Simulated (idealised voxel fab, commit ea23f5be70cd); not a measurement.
Process module in this document: voxel wiring stack
The width of the displayed cross-section, cut, is 300 nm; its cells are square, with a size of 5 nm.
Cross-section layout: square cells on a grid; listed as bands, top to bottom; a band spans one or more cell rows.
Top height, bottom height, nm. Materials left to right, width each, nm. Single material + "all across" = fills band edge to edge. "empty" = empty.
Counting heights begins at 0, where everything beneath is, in the wafer as received, one material. The lowest band has no bottom; it goes on downwards, as "0 -> down" shows.
A width given as "30->40" starts at the first number in the band's top row and ends at the second number in its bottom row, shifting by an equal amount at every step from row to row.
Step note "all unchanged" = no cross-section cell changed.
This entry, "Voids, fully enclosed", enumerates those empty regions of no fewer than 8 cells that possess no open connection to the top. Each region is reported in the form width x height at distance, the distance being taken from the left edge, with all three quantities expressed in nm.
It should be noted that, on the line of a given step, the content following the step's settings is a remark produced by the simulator itself with respect to that step.
overlay nm: right-of-plan distance of the mask on a masked step; negative values mean left-of-plan.
HERE'S WHAT THE PLANNED PROCESS STEPS LOOK LIKE
1) RECEIVE (material Si)
2) CONFORMAL_DEP (material SiO2; thk nm 10)
3) DIRECTIONAL_DEP (material TiN; thk nm 5)
4) DIRECTIONAL_DEP (material W; thk nm 25)
5) MASKED_ETCH (tone cover; mask id METAL_1; width nm 25; pitch nm 45; etch materials W; depth nm 25; overlay nm 0)
6) MASKED_ETCH (tone cover; mask id METAL_1; width nm 25; pitch nm 45; etch materials TiN; depth nm 5; overlay nm 0)
7) FILL_DEP (material lowk; thk nm 10)
8) CMP (height nm 40)
9) CONFORMAL_DEP (material SiCN; thk nm 5)
10) DIRECTIONAL_DEP (material lowk; thk nm 20)
11) MASKED_ETCH (tone open; mask id PLUG_1; width nm 15; pitch nm 45; etch materials lowk; depth nm 20; overlay nm 0)
12) MASKED_ETCH (tone open; mask id PLUG_1; width nm 15; pitch nm 45; etch materials SiCN; depth nm 5; overlay nm 0)
13) CONFORMAL_DEP (material TiN; thk nm 5)
14) FILL_DEP (material W; thk nm 5)
15) CMP (height nm 65)
16) CONFORMAL_DEP (material SiN; thk nm 5)
17) DIRECTIONAL_DEP (material SiO2; thk nm 20)
18) DIRECTIONAL_DEP (material aC; thk nm 10)
19) PATTERN (tone open; mask id METAL_2; material resist; width nm 25; pitch nm 45; thk nm 25; overlay nm 0)
20) DIRECTIONAL_ETCH (etch materials aC; depth nm 10)
21) STRIP (etch materials resist)
22) DIRECTIONAL_ETCH (etch materials SiO2; depth nm 20)
23) DIRECTIONAL_ETCH (etch materials SiN; depth nm 5)
24) STRIP (etch materials aC)
25) CONFORMAL_DEP (material TiN; thk nm 5)
26) FILL_DEP (material Cu; thk nm 5)
27) CMP (height nm 90)
28) CONFORMAL_DEP (material SiN; thk nm 5)
WAFER AS RECEIVED: CROSS-SECTION FOLLOWING STEP 1
0 -> down: Si all across
Voids, fully enclosed: none
THE MODULE WAS RUN FROM THE START SHOWN ABOVE USING THE PLAN SHOWN ABOVE, BUT ONE MISTAKE WAS MADE DOING IT; THE RESULTING WAFER CROSS-SECTION IS BELOW
95 -> 90: SiN all across
90 -> 70: SiO2 115, then TiN 5, then Cu 15, then TiN 5, then SiO2 20, then TiN 5, then Cu 15, then TiN 5, then SiO2 115
70 -> 65: SiN 115, then TiN 25, then SiN 20, then TiN 25, then SiN 115
65 -> 45: lowk 115, then TiN 5, then W 5, then TiN 5, then lowk 30, then TiN 5, then W 5, then TiN 5, then lowk 125
45 -> 40: SiCN 115, then TiN 15, then SiCN 30, then TiN 15, then SiCN 125
40 -> 15: lowk 115, then W 30, then lowk 15, then W 30, then lowk 110
15 -> 10: lowk 115, then TiN 30, then lowk 15, then TiN 30, then lowk 110
10 -> 0: SiO2 all across
0 -> down: Si all across
Voids, fully enclosed: none
The mistake made against the process plan was this: step 5 off recipe, ran as MASKED_ETCH (tone cover; mask id METAL_1; width nm 30; pitch nm 45; etch materials W; depth nm 25; overlay nm 0)
